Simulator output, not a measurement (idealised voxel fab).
process module | voxel trench capacitor
cross-section cut | 140 nm wide | cells 5 nm
A cross-section is a grid of square cells, given in bands from the top down. A band is one or more rows of cells.
Each band's line starts with the height of the band's top and of its bottom, in nm. Then come its materials from left to right, each with its width in nm. One material with "throughout" fills the band from edge to edge. "air" is empty space.
Height 0 is the level under which the wafer as received is all one material. The lowest band goes on downwards, as in "0 down".
A width such as "30 to 40" changes by the same amount from each row of cells to the next, from the band's top row to its bottom row.
"no change" after a step means that no cell of the cross-section changed.
closed voids: empty space of 8 cells or more with no open way to the top, each as width x height at its distance from the left edge, in nm
after a step's settings: what the simulator itself notes on the step
overlay nm, on a step with a mask: how far to the right of its planned place the mask lay; to the left if negative
plan
1 op RECEIVE | material Si
2 op CONFORMAL_DEP | material SiN | thk nm 10
3 op DIRECTIONAL_DEP | material aC | thk nm 10
4 op PATTERN | tone open | mask id TRENCH | material resist | width nm 15 | pitch nm 35 | thk nm 25 | overlay nm 0
5 op DIRECTIONAL_ETCH | etch materials aC | depth nm 10
6 op STRIP | etch materials resist
7 op DIRECTIONAL_ETCH | etch materials SiN | depth nm 10
8 op DIRECTIONAL_ETCH | etch materials Si | depth nm 25
9 op STRIP | etch materials aC
10 op CONFORMAL_DEP | material SiO2 | thk nm 5
11 op FILL_DEP | material polySi | thk nm 10
12 op CMP | height nm 10
as received, after step 1
  0 down: Si throughout
  closed voids: none
a wafer at the end: this start, this plan, one mistake
  10 to 0: SiN 30 | polySi 5 | SiN 30 | polySi 5 | SiN 30 | polySi 5 | SiN 35
  0 to -20: Si 25 | SiN 5 | polySi 5 | SiN 5 | Si 20 | SiN 5 | polySi 5 | SiN 5 | Si 20 | SiN 5 | polySi 5 | SiN 5 | Si 30
  -20 to -25: Si 25 | SiN 15 | Si 20 | SiN 15 | Si 20 | SiN 15 | Si 30
  -25 down: Si throughout
  closed voids: none
what went wrong: step 10 ran as: op CONFORMAL_DEP | material SiN | thk nm 5
